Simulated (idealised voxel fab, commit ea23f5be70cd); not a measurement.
Process module heading - voxel self aligned contacts
Cross-section cut spans 215 nm and uses square cells 5 nm in size.
Square cells in a grid make up a cross-section in this document, and the grid is given as bands, listed from the top down, each one or more rows of cells. Look at the band entry: it leads with the top's height and the bottom's height in nm. Then it lists the materials left to right, with a width in nm for each. The word "full width" on a single material says that material fills the band edge to edge. The word "blank" is empty space. Below 0: as-received wafer, all one material; heights counted from there. Lowest band: no bottom, goes on down, written "0 down". So if you see something like "30->40" for the width, read it as the top row of the band sitting at the first number and the bottom row at the second, with every row in between moving by the same amount as the last. Any step labelled "remained the same" changed none of the cells in the cross-section. So "Enclosed internal cavities" is basically the list of trapped voids: any empty space of 8 cells or more that can't reach the top through an opening. They're written width x height at distance, the distance being from the left edge, and it's all nm. Whatever follows a step's settings on its line is a remark the simulator itself makes about that step. Steps that use a mask can have "overlay nm" on their line. It says how far the mask sat to the right of where it was meant to be. Negative means to the left. So the way this works: pairs, before and after one process step. The after picture only goes down to the lowest band that actually changed, nothing below. Step and its settings are under each pair. And watch out, pairs might come from different runs of this module, same starting wafer though, so a pair only follows on from the one above if its "Status quo ante" entry tells you so.
-- Status quo ante
	70 to 45 = 20 blank, then 30 SiN, then 40 blank, then 30 SiN, then 40 blank, then 30 SiN, then 25 blank
	45 to 35 = SiN full width
	35 to 5 = polySi full width
	5 to 0 = SiO2 full width
	0 down = Si full width
	Enclosed internal cavities: none
-- As Processed
	80 to 55 = 10 blank, then 50 SiN, then 20 blank, then 50 SiN, then 20 blank, then 50 SiN, then 15 blank
	55 to 35 = SiN full width
	Below 35 it's all the same as before, nothing changed down there.
	Enclosed internal cavities: none
What process step lies between the two cross-sections above? CONFORMAL_DEP,material SiN,thk nm 10
Status quo ante: we pick up right where the pair above leaves off, with its after cross-section.
-- As Processed
	70 to 45 = 10 blank, then 50 SiN, then 20 blank, then 50 SiN, then 20 blank, then 50 SiN, then 15 blank
	Below 45 it's all the same as before, nothing changed down there.
	Enclosed internal cavities: none
What process step lies between the two cross-sections above? DIRECTIONAL_ETCH,etch materials SiN,depth nm 10
Status quo ante: we pick up right where the pair above leaves off, with its after cross-section.
-- As Processed
	80 to 70 = SiO2 full width
	70 to 45 = 10 SiO2, then 50 SiN, then 20 SiO2, then 50 SiN, then 20 SiO2, then 50 SiN, then 15 SiO2
	Below 45 it's all the same as before, nothing changed down there.
	Enclosed internal cavities: none
What process step lies between the two cross-sections above? FILL_DEP,material SiO2,thk nm 10
Status quo ante: we pick up right where the pair above leaves off, with its after cross-section.
-- As Processed
	65 to 45 = 10 SiO2, then 50 SiN, then 20 SiO2, then 50 SiN, then 20 SiO2, then 50 SiN, then 15 SiO2
	Below 45 it's all the same as before, nothing changed down there.
	Enclosed internal cavities: none
What process step lies between the two cross-sections above? CMP,height nm 65
Status quo ante: we pick up right where the pair above leaves off, with its after cross-section.
-- As Processed
	80 to 65 = aC full width
	Below 65 it's all the same as before, nothing changed down there.
	Enclosed internal cavities: none
What process step lies between the two cross-sections above? DIRECTIONAL_DEP,material aC,thk nm 15
Status quo ante: we pick up right where the pair above leaves off, with its after cross-section.
-- As Processed
	115 to 80 = 45 resist, then 50 blank, then 20 resist, then 50 blank, then 50 resist
	Below 80 it's all the same as before, nothing changed down there.
	Enclosed internal cavities: none
What process step lies between the two cross-sections above? PATTERN,tone open,mask id CONTACT,material resist,width nm 50,pitch nm 70,thk nm 35,overlay nm 0
Status quo ante: we pick up right where the pair above leaves off, with its after cross-section.
-- As Processed
	100 to 80 = 45 resist, then 50 blank, then 20 resist, then 50 blank, then 50 resist
	80 to 65 = 45 aC, then 50 blank, then 20 aC, then 50 blank, then 50 aC
	Below 65 it's all the same as before, nothing changed down there.
	Enclosed internal cavities: none
What process step lies between the two cross-sections above? DIRECTIONAL_ETCH,etch materials aC,depth nm 15
Status quo ante: we pick up right where the pair above leaves off, with its after cross-section.
-- As Processed
	80 to 65 = 45 aC, then 50 blank, then 20 aC, then 50 blank, then 50 aC
	Below 65 it's all the same as before, nothing changed down there.
	Enclosed internal cavities: none
What process step lies between the two cross-sections above? STRIP,etch materials resist
Status quo ante: we pick up right where the pair above leaves off, with its after cross-section.
-- As Processed
	80 to 65 = 45 aC, then 50 blank, then 20 aC, then 50 blank, then 50 aC
	65 to 45 = 10 SiO2, then 50 SiN, then 20 blank, then 50 SiN, then 20 blank, then 50 SiN, then 15 SiO2
	Below 45 it's all the same as before, nothing changed down there.
	Enclosed internal cavities: none
What process step lies between the two cross-sections above? DIRECTIONAL_ETCH,etch materials SiO2,depth nm 65
Status quo ante: we pick up right where the pair above leaves off, with its after cross-section.
-- As Processed
	65 to 45 = 10 SiO2, then 50 SiN, then 20 blank, then 50 SiN, then 20 blank, then 50 SiN, then 15 SiO2
	Below 45 it's all the same as before, nothing changed down there.
	Enclosed internal cavities: none
What process step lies between the two cross-sections above? STRIP,etch materials aC
Status quo ante: we pick up right where the pair above leaves off, with its after cross-section.
-- As Processed
	70 to 65 = 65 TiN, then 10 blank, then 60 TiN, then 10 blank, then 70 TiN
	65 to 50 = 10 SiO2, then 50 SiN, then 5 TiN, then 10 blank, then 5 TiN, then 50 SiN, then 5 TiN, then 10 blank, then 5 TiN, then 50 SiN, then 15 SiO2
	50 to 45 = 10 SiO2, then 50 SiN, then 20 TiN, then 50 SiN, then 20 TiN, then 50 SiN, then 15 SiO2
	Below 45 it's all the same as before, nothing changed down there.
	Enclosed internal cavities: none
What process step lies between the two cross-sections above? CONFORMAL_DEP,material TiN,thk nm 5
Status quo ante: we pick up right where the pair above leaves off, with its after cross-section.
-- As Processed
	80 to 70 = W full width
	70 to 65 = 65 TiN, then 10 W, then 60 TiN, then 10 W, then 70 TiN
	65 to 50 = 10 SiO2, then 50 SiN, then 5 TiN, then 10 W, then 5 TiN, then 50 SiN, then 5 TiN, then 10 W, then 5 TiN, then 50 SiN, then 15 SiO2
	Below 50 it's all the same as before, nothing changed down there.
	Enclosed internal cavities: none
What process step lies between the two cross-sections above? FILL_DEP,material W,thk nm 10
Status quo ante: we pick up right where the pair above leaves off, with its after cross-section.
-- As Processed
	65 to 50 = 10 SiO2, then 50 SiN, then 5 TiN, then 10 W, then 5 TiN, then 50 SiN, then 5 TiN, then 10 W, then 5 TiN, then 50 SiN, then 15 SiO2
	Below 50 it's all the same as before, nothing changed down there.
	Enclosed internal cavities: none
What process step lies between the two cross-sections above? CMP,height nm 65
Status quo ante: we pick up right where the pair above leaves off, with its after cross-section.
-- As Processed
	70 to 65 = SiN full width
	Below 65 it's all the same as before, nothing changed down there.
	Enclosed internal cavities: none
What process step lies between the two cross-sections above? CONFORMAL_DEP,material SiN,thk nm 5
-- Status quo ante
	60 to 35 = SiN full width
	35 to 5 = polySi full width
	5 to 0 = SiO2 full width
	0 down = Si full width
	Enclosed internal cavities: none
-- As Processed
	75 to 60 = 15 blank, then 40 resist, then 30 blank, then 40 resist, then 30 blank, then 40 resist, then 20 blank
	Below 60 it's all the same as before, nothing changed down there.
	Enclosed internal cavities: none
What process step lies between the two cross-sections above? PATTERN,tone cover,mask id GATE,material resist,width nm 40,pitch nm 70,thk nm 15,overlay nm 0
Status quo ante: we pick up right where the pair above leaves off, with its after cross-section.
-- As Processed
	75 to 60 = 15 blank, then 40 resist, then 30 blank, then 40 resist, then 30 blank, then 40 resist, then 20 blank
	60 to 35 = 15 blank, then 40 SiN, then 30 blank, then 40 SiN, then 30 blank, then 40 SiN, then 20 blank
	Below 35 it's all the same as before, nothing changed down there.
	Enclosed internal cavities: none
What process step lies between the two cross-sections above? DIRECTIONAL_ETCH,etch materials SiN,depth nm 25
Status quo ante: we pick up right where the pair above leaves off, with its after cross-section.
-- As Processed
	75 to 60 = 15 blank, then 40 resist, then 30 blank, then 40 resist, then 30 blank, then 40 resist, then 20 blank
	60 to 35 = 15 blank, then 40 SiN, then 30 blank, then 40 SiN, then 30 blank, then 40 SiN, then 20 blank
	35 to 5 = 15 blank, then 40 polySi, then 30 blank, then 40 polySi, then 30 blank, then 40 polySi, then 20 blank
	Below 5 it's all the same as before, nothing changed down there.
	Enclosed internal cavities: none
What process step lies between the two cross-sections above? DIRECTIONAL_ETCH,etch materials polySi,depth nm 30
Status quo ante: we pick up right where the pair above leaves off, with its after cross-section.
-- As Processed
	60 to 35 = 15 blank, then 40 SiN, then 30 blank, then 40 SiN, then 30 blank, then 40 SiN, then 20 blank
	Below 35 it's all the same as before, nothing changed down there.
	Enclosed internal cavities: none
What process step lies between the two cross-sections above? STRIP,etch materials resist
Status quo ante: we pick up right where the pair above leaves off, with its after cross-section.
-- As Processed
	70 to 35 = 5 blank, then 60 SiN, then 10 blank, then 60 SiN, then 10 blank, then 60 SiN, then 10 blank
	35 to 15 = 5 blank, then 10 SiN, then 40 polySi, then 10 SiN, then 10 blank, then 10 SiN, then 40 polySi, then 10 SiN, then 10 blank, then 10 SiN, then 40 polySi, then 10 SiN, then 10 blank
	15 to 5 = 15 SiN, then 40 polySi, then 30 SiN, then 40 polySi, then 30 SiN, then 40 polySi, then 20 SiN
	Below 5 it's all the same as before, nothing changed down there.
	Enclosed internal cavities: none
What process step lies between the two cross-sections above? CONFORMAL_DEP,material SiN,thk nm 10
Status quo ante: we pick up right where the pair above leaves off, with its after cross-section.
-- As Processed
	60 to 35 = 5 blank, then 60 SiN, then 10 blank, then 60 SiN, then 10 blank, then 60 SiN, then 10 blank
	35 to 5 = 5 blank, then 10 SiN, then 40 polySi, then 10 SiN, then 10 blank, then 10 SiN, then 40 polySi, then 10 SiN, then 10 blank, then 10 SiN, then 40 polySi, then 10 SiN, then 10 blank
	Below 5 it's all the same as before, nothing changed down there.
	Enclosed internal cavities: none
What process step lies between the two cross-sections above? DIRECTIONAL_ETCH,etch materials SiN,depth nm 10
Status quo ante: we pick up right where the pair above leaves off, with its after cross-section.
-- As Processed
	70 to 60 = SiO2 full width
	60 to 35 = 5 SiO2, then 60 SiN, then 10 SiO2, then 60 SiN, then 10 SiO2, then 60 SiN, then 10 SiO2
	35 to 5 = 5 SiO2, then 10 SiN, then 40 polySi, then 10 SiN, then 10 SiO2, then 10 SiN, then 40 polySi, then 10 SiN, then 10 SiO2, then 10 SiN, then 40 polySi, then 10 SiN, then 10 SiO2
	Below 5 it's all the same as before, nothing changed down there.
	Enclosed internal cavities: none
What process step lies between the two cross-sections above? FILL_DEP,material SiO2,thk nm 10
Status quo ante: we pick up right where the pair above leaves off, with its after cross-section.
-- As Processed
	65 to 60 = SiO2 full width
	Below 60 it's all the same as before, nothing changed down there.
	Enclosed internal cavities: none
What process step lies between the two cross-sections above? CMP,height nm 65
Status quo ante: we pick up right where the pair above leaves off, with its after cross-section.
-- As Processed
	80 to 65 = aC full width
	Below 65 it's all the same as before, nothing changed down there.
	Enclosed internal cavities: none
What process step lies between the two cross-sections above? DIRECTIONAL_DEP,material aC,thk nm 15
Status quo ante: we pick up right where the pair above leaves off, with its after cross-section.
-- As Processed
	115 to 80 = 45 resist, then 50 blank, then 20 resist, then 50 blank, then 50 resist
	Below 80 it's all the same as before, nothing changed down there.
	Enclosed internal cavities: none
What process step lies between the two cross-sections above? PATTERN,tone open,mask id CONTACT,material resist,width nm 50,pitch nm 70,thk nm 35,overlay nm 0
Status quo ante: we pick up right where the pair above leaves off, with its after cross-section.
-- As Processed
	100 to 80 = 45 resist, then 50 blank, then 20 resist, then 50 blank, then 50 resist
	80 to 65 = 45 aC, then 50 blank, then 20 aC, then 50 blank, then 50 aC
	Below 65 it's all the same as before, nothing changed down there.
	Enclosed internal cavities: none
What process step lies between the two cross-sections above? DIRECTIONAL_ETCH,etch materials aC,depth nm 15
Status quo ante: we pick up right where the pair above leaves off, with its after cross-section.
-- As Processed
	80 to 65 = 45 aC, then 50 blank, then 20 aC, then 50 blank, then 50 aC
	Below 65 it's all the same as before, nothing changed down there.
	Enclosed internal cavities: none
What process step lies between the two cross-sections above? STRIP,etch materials resist
Status quo ante: we pick up right where the pair above leaves off, with its after cross-section.
-- As Processed
	80 to 65 = 45 aC, then 50 blank, then 20 aC, then 50 blank, then 50 aC
	65 to 60 = 45 SiO2, then 50 blank, then 20 SiO2, then 50 blank, then 50 SiO2
	60 to 35 = 5 SiO2, then 60 SiN, then 10 blank, then 60 SiN, then 10 blank, then 60 SiN, then 10 SiO2
	35 to 5 = 5 SiO2, then 10 SiN, then 40 polySi, then 10 SiN, then 10 blank, then 10 SiN, then 40 polySi, then 10 SiN, then 10 blank, then 10 SiN, then 40 polySi, then 10 SiN, then 10 SiO2
	5 to 0 = 65 SiO2, then 10 blank, then 60 SiO2, then 10 blank, then 70 SiO2
	Below 0 it's all the same as before, nothing changed down there.
	Enclosed internal cavities: none
What process step lies between the two cross-sections above? DIRECTIONAL_ETCH,etch materials SiO2,depth nm 65
Status quo ante: we pick up right where the pair above leaves off, with its after cross-section.
-- As Processed
	65 to 60 = 45 SiO2, then 50 blank, then 20 SiO2, then 50 blank, then 50 SiO2
	Below 60 it's all the same as before, nothing changed down there.
	Enclosed internal cavities: none
What process step lies between the two cross-sections above? STRIP,etch materials aC
Status quo ante: we pick up right where the pair above leaves off, with its after cross-section.
-- As Processed
	70 to 65 = 50 TiN, then 40 blank, then 30 TiN, then 40 blank, then 55 TiN
	65 to 60 = 45 SiO2, then 50 TiN, then 20 SiO2, then 50 TiN, then 50 SiO2
	60 to 35 = 5 SiO2, then 60 SiN, then 10 TiN, then 60 SiN, then 10 TiN, then 60 SiN, then 10 SiO2
	35 to 5 = 5 SiO2, then 10 SiN, then 40 polySi, then 10 SiN, then 10 TiN, then 10 SiN, then 40 polySi, then 10 SiN, then 10 TiN, then 10 SiN, then 40 polySi, then 10 SiN, then 10 SiO2
	5 to 0 = 65 SiO2, then 10 TiN, then 60 SiO2, then 10 TiN, then 70 SiO2
	Below 0 it's all the same as before, nothing changed down there.
	Enclosed internal cavities: none
What process step lies between the two cross-sections above? CONFORMAL_DEP,material TiN,thk nm 5
Status quo ante: we pick up right where the pair above leaves off, with its after cross-section.
-- As Processed
	80 to 70 = W full width
	70 to 65 = 50 TiN, then 40 W, then 30 TiN, then 40 W, then 55 TiN
	Below 65 it's all the same as before, nothing changed down there.
	Enclosed internal cavities: none
What process step lies between the two cross-sections above? FILL_DEP,material W,thk nm 10
Status quo ante: we pick up right where the pair above leaves off, with its after cross-section.
-- As Processed
	65 to 60 = 45 SiO2, then 50 TiN, then 20 SiO2, then 50 TiN, then 50 SiO2
	Below 60 it's all the same as before, nothing changed down there.
	Enclosed internal cavities: none
What process step lies between the two cross-sections above? CMP,height nm 65
Status quo ante: we pick up right where the pair above leaves off, with its after cross-section.
-- As Processed
	70 to 65 = SiN full width
	Below 65 it's all the same as before, nothing changed down there.
	Enclosed internal cavities: none
What process step lies between the two cross-sections above? CONFORMAL_DEP,material SiN,thk nm 5
-- Status quo ante
	60 to 35 = SiN full width
	35 to 5 = polySi full width
	5 to 0 = SiO2 full width
	0 down = Si full width
	Enclosed internal cavities: none
-- As Processed
	75 to 60 = 15 blank, then 30 resist, then 40 blank, then 30 resist, then 40 blank, then 30 resist, then 30 blank
	Below 60 it's all the same as before, nothing changed down there.
	Enclosed internal cavities: none
What process step lies between the two cross-sections above? PATTERN,tone cover,mask id GATE,material resist,width nm 30,pitch nm 70,thk nm 15,overlay nm -5
Status quo ante: we pick up right where the pair above leaves off, with its after cross-section.
-- As Processed
	75 to 60 = 15 blank, then 30 resist, then 40 blank, then 30 resist, then 40 blank, then 30 resist, then 30 blank
	60 to 35 = 15 blank, then 30 SiN, then 40 blank, then 30 SiN, then 40 blank, then 30 SiN, then 30 blank
	Below 35 it's all the same as before, nothing changed down there.
	Enclosed internal cavities: none
What process step lies between the two cross-sections above? DIRECTIONAL_ETCH,etch materials SiN,depth nm 25
Status quo ante: we pick up right where the pair above leaves off, with its after cross-section.
-- As Processed
	75 to 60 = 15 blank, then 30 resist, then 40 blank, then 30 resist, then 40 blank, then 30 resist, then 30 blank
	60 to 35 = 15 blank, then 30 SiN, then 40 blank, then 30 SiN, then 40 blank, then 30 SiN, then 30 blank
	35 to 5 = 15 blank, then 30 polySi, then 40 blank, then 30 polySi, then 40 blank, then 30 polySi, then 30 blank
	Below 5 it's all the same as before, nothing changed down there.
	Enclosed internal cavities: none
What process step lies between the two cross-sections above? DIRECTIONAL_ETCH,etch materials polySi,depth nm 30
Status quo ante: we pick up right where the pair above leaves off, with its after cross-section.
-- As Processed
	60 to 35 = 15 blank, then 30 SiN, then 40 blank, then 30 SiN, then 40 blank, then 30 SiN, then 30 blank
	Below 35 it's all the same as before, nothing changed down there.
	Enclosed internal cavities: none
What process step lies between the two cross-sections above? STRIP,etch materials resist
Status quo ante: we pick up right where the pair above leaves off, with its after cross-section.
-- As Processed
	70 to 35 = 5 blank, then 50 SiN, then 20 blank, then 50 SiN, then 20 blank, then 50 SiN, then 20 blank
	35 to 15 = 5 blank, then 10 SiN, then 30 polySi, then 10 SiN, then 20 blank, then 10 SiN, then 30 polySi, then 10 SiN, then 20 blank, then 10 SiN, then 30 polySi, then 10 SiN, then 20 blank
	15 to 5 = 15 SiN, then 30 polySi, then 40 SiN, then 30 polySi, then 40 SiN, then 30 polySi, then 30 SiN
	Below 5 it's all the same as before, nothing changed down there.
	Enclosed internal cavities: none
What process step lies between the two cross-sections above? CONFORMAL_DEP,material SiN,thk nm 10
Status quo ante: we pick up right where the pair above leaves off, with its after cross-section.
-- As Processed
	60 to 35 = 5 blank, then 50 SiN, then 20 blank, then 50 SiN, then 20 blank, then 50 SiN, then 20 blank
	35 to 5 = 5 blank, then 10 SiN, then 30 polySi, then 10 SiN, then 20 blank, then 10 SiN, then 30 polySi, then 10 SiN, then 20 blank, then 10 SiN, then 30 polySi, then 10 SiN, then 20 blank
	Below 5 it's all the same as before, nothing changed down there.
	Enclosed internal cavities: none
What process step lies between the two cross-sections above? DIRECTIONAL_ETCH,etch materials SiN,depth nm 10
Status quo ante: we pick up right where the pair above leaves off, with its after cross-section.
-- As Processed
	70 to 60 = SiO2 full width
	60 to 35 = 5 SiO2, then 50 SiN, then 20 SiO2, then 50 SiN, then 20 SiO2, then 50 SiN, then 20 SiO2
	35 to 5 = 5 SiO2, then 10 SiN, then 30 polySi, then 10 SiN, then 20 SiO2, then 10 SiN, then 30 polySi, then 10 SiN, then 20 SiO2, then 10 SiN, then 30 polySi, then 10 SiN, then 20 SiO2
	Below 5 it's all the same as before, nothing changed down there.
	Enclosed internal cavities: none
What process step lies between the two cross-sections above? FILL_DEP,material SiO2,thk nm 10
Status quo ante: we pick up right where the pair above leaves off, with its after cross-section.
-- As Processed
	65 to 60 = SiO2 full width
	Below 60 it's all the same as before, nothing changed down there.
	Enclosed internal cavities: none
What process step lies between the two cross-sections above? CMP,height nm 65
Status quo ante: we pick up right where the pair above leaves off, with its after cross-section.
-- As Processed
	80 to 65 = aC full width
	Below 65 it's all the same as before, nothing changed down there.
	Enclosed internal cavities: none
What process step lies between the two cross-sections above? DIRECTIONAL_DEP,material aC,thk nm 15
Status quo ante: we pick up right where the pair above leaves off, with its after cross-section.
-- As Processed
	115 to 80 = 45 resist, then 50 blank, then 20 resist, then 50 blank, then 50 resist
	Below 80 it's all the same as before, nothing changed down there.
	Enclosed internal cavities: none
What process step lies between the two cross-sections above? PATTERN,tone open,mask id CONTACT,material resist,width nm 50,pitch nm 70,thk nm 35,overlay nm 0
Status quo ante: we pick up right where the pair above leaves off, with its after cross-section.
-- As Processed
	100 to 80 = 45 resist, then 50 blank, then 20 resist, then 50 blank, then 50 resist
	80 to 65 = 45 aC, then 50 blank, then 20 aC, then 50 blank, then 50 aC
	Below 65 it's all the same as before, nothing changed down there.
	Enclosed internal cavities: none
What process step lies between the two cross-sections above? DIRECTIONAL_ETCH,etch materials aC,depth nm 15
Status quo ante: we pick up right where the pair above leaves off, with its after cross-section.
-- As Processed
	80 to 65 = 45 aC, then 50 blank, then 20 aC, then 50 blank, then 50 aC
	Below 65 it's all the same as before, nothing changed down there.
	Enclosed internal cavities: none
What process step lies between the two cross-sections above? STRIP,etch materials resist
Status quo ante: we pick up right where the pair above leaves off, with its after cross-section.
-- As Processed
	80 to 65 = 45 aC, then 50 blank, then 20 aC, then 50 blank, then 50 aC
	65 to 60 = 45 SiO2, then 50 blank, then 20 SiO2, then 50 blank, then 50 SiO2
	60 to 35 = 5 SiO2, then 50 SiN, then 20 blank, then 50 SiN, then 20 blank, then 50 SiN, then 20 SiO2
	35 to 5 = 5 SiO2, then 10 SiN, then 30 polySi, then 10 SiN, then 20 blank, then 10 SiN, then 30 polySi, then 10 SiN, then 20 blank, then 10 SiN, then 30 polySi, then 10 SiN, then 20 SiO2
	5 to 0 = 55 SiO2, then 20 blank, then 50 SiO2, then 20 blank, then 70 SiO2
	Below 0 it's all the same as before, nothing changed down there.
	Enclosed internal cavities: none
What process step lies between the two cross-sections above? DIRECTIONAL_ETCH,etch materials SiO2,depth nm 65
Status quo ante: we pick up right where the pair above leaves off, with its after cross-section.
-- As Processed
	65 to 60 = 45 SiO2, then 50 blank, then 20 SiO2, then 50 blank, then 50 SiO2
	Below 60 it's all the same as before, nothing changed down there.
	Enclosed internal cavities: none
What process step lies between the two cross-sections above? STRIP,etch materials aC
Status quo ante: we pick up right where the pair above leaves off, with its after cross-section.
-- As Processed
	70 to 65 = 50 TiN, then 40 blank, then 30 TiN, then 40 blank, then 55 TiN
	65 to 60 = 45 SiO2, then 15 TiN, then 10 blank, then 25 TiN, then 20 SiO2, then 15 TiN, then 10 blank, then 25 TiN, then 50 SiO2
	60 to 35 = 5 SiO2, then 50 SiN, then 5 TiN, then 10 blank, then 5 TiN, then 50 SiN, then 5 TiN, then 10 blank, then 5 TiN, then 50 SiN, then 20 SiO2
	35 to 5 = 5 SiO2, then 10 SiN, then 30 polySi, then 10 SiN, then 5 TiN, then 10 blank, then 5 TiN, then 10 SiN, then 30 polySi, then 10 SiN, then 5 TiN, then 10 blank, then 5 TiN, then 10 SiN, then 30 polySi, then 10 SiN, then 20 SiO2
	5 to 0 = 55 SiO2, then 20 TiN, then 50 SiO2, then 20 TiN, then 70 SiO2
	Below 0 it's all the same as before, nothing changed down there.
	Enclosed internal cavities: none
What process step lies between the two cross-sections above? CONFORMAL_DEP,material TiN,thk nm 5
Status quo ante: we pick up right where the pair above leaves off, with its after cross-section.
-- As Processed
	80 to 70 = W full width
	70 to 65 = 50 TiN, then 40 W, then 30 TiN, then 40 W, then 55 TiN
	65 to 60 = 45 SiO2, then 15 TiN, then 10 W, then 25 TiN, then 20 SiO2, then 15 TiN, then 10 W, then 25 TiN, then 50 SiO2
	60 to 35 = 5 SiO2, then 50 SiN, then 5 TiN, then 10 W, then 5 TiN, then 50 SiN, then 5 TiN, then 10 W, then 5 TiN, then 50 SiN, then 20 SiO2
	35 to 5 = 5 SiO2, then 10 SiN, then 30 polySi, then 10 SiN, then 5 TiN, then 10 W, then 5 TiN, then 10 SiN, then 30 polySi, then 10 SiN, then 5 TiN, then 10 W, then 5 TiN, then 10 SiN, then 30 polySi, then 10 SiN, then 20 SiO2
	Below 5 it's all the same as before, nothing changed down there.
	Enclosed internal cavities: none
What process step lies between the two cross-sections above? FILL_DEP,material W,thk nm 10
Status quo ante: we pick up right where the pair above leaves off, with its after cross-section.
-- As Processed
	65 to 60 = 45 SiO2, then 15 TiN, then 10 W, then 25 TiN, then 20 SiO2, then 15 TiN, then 10 W, then 25 TiN, then 50 SiO2
	Below 60 it's all the same as before, nothing changed down there.
	Enclosed internal cavities: none
What process step lies between the two cross-sections above? CMP,height nm 65
Status quo ante: we pick up right where the pair above leaves off, with its after cross-section.
-- As Processed
	70 to 65 = SiN full width
	Below 65 it's all the same as before, nothing changed down there.
	Enclosed internal cavities: none
What process step lies between the two cross-sections above? CONFORMAL_DEP,material SiN,thk nm 5
-- Status quo ante
	5 to 0 = SiO2 full width
	0 down = Si full width
	Enclosed internal cavities: none
-- As Processed
	35 to 5 = W full width
	Below 5 it's all the same as before, nothing changed down there.
	Enclosed internal cavities: none
What process step lies between the two cross-sections above? DIRECTIONAL_DEP,material W,thk nm 30
Status quo ante: we pick up right where the pair above leaves off, with its after cross-section.
-- As Processed
	60 to 35 = SiN full width
	Below 35 it's all the same as before, nothing changed down there.
	Enclosed internal cavities: none
What process step lies between the two cross-sections above? DIRECTIONAL_DEP,material SiN,thk nm 25
Status quo ante: we pick up right where the pair above leaves off, with its after cross-section.
-- As Processed
	75 to 60 = 20 blank, then 30 resist, then 40 blank, then 30 resist, then 40 blank, then 30 resist, then 25 blank
	Below 60 it's all the same as before, nothing changed down there.
	Enclosed internal cavities: none
What process step lies between the two cross-sections above? PATTERN,tone cover,mask id GATE,material resist,width nm 30,pitch nm 70,thk nm 15,overlay nm 0
Status quo ante: we pick up right where the pair above leaves off, with its after cross-section.
-- As Processed
	75 to 60 = 20 blank, then 30 resist, then 40 blank, then 30 resist, then 40 blank, then 30 resist, then 25 blank
	60 to 35 = 20 blank, then 30 SiN, then 40 blank, then 30 SiN, then 40 blank, then 30 SiN, then 25 blank
	Below 35 it's all the same as before, nothing changed down there.
	Enclosed internal cavities: none
What process step lies between the two cross-sections above? DIRECTIONAL_ETCH,etch materials SiN,depth nm 25
Status quo ante: we pick up right where the pair above leaves off, with its after cross-section.
-- As Processed
	60 to 35 = 20 blank, then 30 SiN, then 40 blank, then 30 SiN, then 40 blank, then 30 SiN, then 25 blank
	Below 35 it's all the same as before, nothing changed down there.
	Enclosed internal cavities: none
What process step lies between the two cross-sections above? STRIP,etch materials resist
Status quo ante: we pick up right where the pair above leaves off, with its after cross-section.
-- As Processed
	70 to 45 = 10 blank, then 50 SiN, then 20 blank, then 50 SiN, then 20 blank, then 50 SiN, then 15 blank
	45 to 35 = SiN full width
	Below 35 it's all the same as before, nothing changed down there.
	Enclosed internal cavities: none
What process step lies between the two cross-sections above? CONFORMAL_DEP,material SiN,thk nm 10
Status quo ante: we pick up right where the pair above leaves off, with its after cross-section.
-- As Processed
	60 to 35 = 10 blank, then 50 SiN, then 20 blank, then 50 SiN, then 20 blank, then 50 SiN, then 15 blank
	Below 35 it's all the same as before, nothing changed down there.
	Enclosed internal cavities: none
What process step lies between the two cross-sections above? DIRECTIONAL_ETCH,etch materials SiN,depth nm 10
Status quo ante: we pick up right where the pair above leaves off, with its after cross-section.
-- As Processed
	70 to 60 = SiO2 full width
	60 to 35 = 10 SiO2, then 50 SiN, then 20 SiO2, then 50 SiN, then 20 SiO2, then 50 SiN, then 15 SiO2
	Below 35 it's all the same as before, nothing changed down there.
	Enclosed internal cavities: none
What process step lies between the two cross-sections above? FILL_DEP,material SiO2,thk nm 10
Status quo ante: we pick up right where the pair above leaves off, with its after cross-section.
-- As Processed
	65 to 60 = SiO2 full width
	Below 60 it's all the same as before, nothing changed down there.
	Enclosed internal cavities: none
What process step lies between the two cross-sections above? CMP,height nm 65
Status quo ante: we pick up right where the pair above leaves off, with its after cross-section.
-- As Processed
	80 to 65 = aC full width
	Below 65 it's all the same as before, nothing changed down there.
	Enclosed internal cavities: none
What process step lies between the two cross-sections above? DIRECTIONAL_DEP,material aC,thk nm 15
Status quo ante: we pick up right where the pair above leaves off, with its after cross-section.
-- As Processed
	115 to 80 = 45 resist, then 50 blank, then 20 resist, then 50 blank, then 50 resist
	Below 80 it's all the same as before, nothing changed down there.
	Enclosed internal cavities: none
What process step lies between the two cross-sections above? PATTERN,tone open,mask id CONTACT,material resist,width nm 50,pitch nm 70,thk nm 35,overlay nm 0
Status quo ante: we pick up right where the pair above leaves off, with its after cross-section.
-- As Processed
	100 to 80 = 45 resist, then 50 blank, then 20 resist, then 50 blank, then 50 resist
	80 to 65 = 45 aC, then 50 blank, then 20 aC, then 50 blank, then 50 aC
	Below 65 it's all the same as before, nothing changed down there.
	Enclosed internal cavities: none
What process step lies between the two cross-sections above? DIRECTIONAL_ETCH,etch materials aC,depth nm 15
Status quo ante: we pick up right where the pair above leaves off, with its after cross-section.
-- As Processed
	80 to 65 = 45 aC, then 50 blank, then 20 aC, then 50 blank, then 50 aC
	Below 65 it's all the same as before, nothing changed down there.
	Enclosed internal cavities: none
What process step lies between the two cross-sections above? STRIP,etch materials resist
Status quo ante: we pick up right where the pair above leaves off, with its after cross-section.
-- As Processed
	80 to 65 = 45 aC, then 50 blank, then 20 aC, then 50 blank, then 50 aC
	65 to 60 = 45 SiO2, then 50 blank, then 20 SiO2, then 50 blank, then 50 SiO2
	60 to 35 = 10 SiO2, then 50 SiN, then 20 blank, then 50 SiN, then 20 blank, then 50 SiN, then 15 SiO2
	Below 35 it's all the same as before, nothing changed down there.
	Enclosed internal cavities: none
What process step lies between the two cross-sections above? DIRECTIONAL_ETCH,etch materials SiO2,depth nm 65
Status quo ante: we pick up right where the pair above leaves off, with its after cross-section.
-- As Processed
	65 to 60 = 45 SiO2, then 50 blank, then 20 SiO2, then 50 blank, then 50 SiO2
	Below 60 it's all the same as before, nothing changed down there.
	Enclosed internal cavities: none
What process step lies between the two cross-sections above? STRIP,etch materials aC
Status quo ante: we pick up right where the pair above leaves off, with its after cross-section.
-- As Processed
	70 to 65 = 50 TiN, then 40 blank, then 30 TiN, then 40 blank, then 55 TiN
	65 to 60 = 45 SiO2, then 20 TiN, then 10 blank, then 20 TiN, then 20 SiO2, then 20 TiN, then 10 blank, then 20 TiN, then 50 SiO2
	60 to 40 = 10 SiO2, then 50 SiN, then 5 TiN, then 10 blank, then 5 TiN, then 50 SiN, then 5 TiN, then 10 blank, then 5 TiN, then 50 SiN, then 15 SiO2
	40 to 35 = 10 SiO2, then 50 SiN, then 20 TiN, then 50 SiN, then 20 TiN, then 50 SiN, then 15 SiO2
	Below 35 it's all the same as before, nothing changed down there.
	Enclosed internal cavities: none
What process step lies between the two cross-sections above? CONFORMAL_DEP,material TiN,thk nm 5
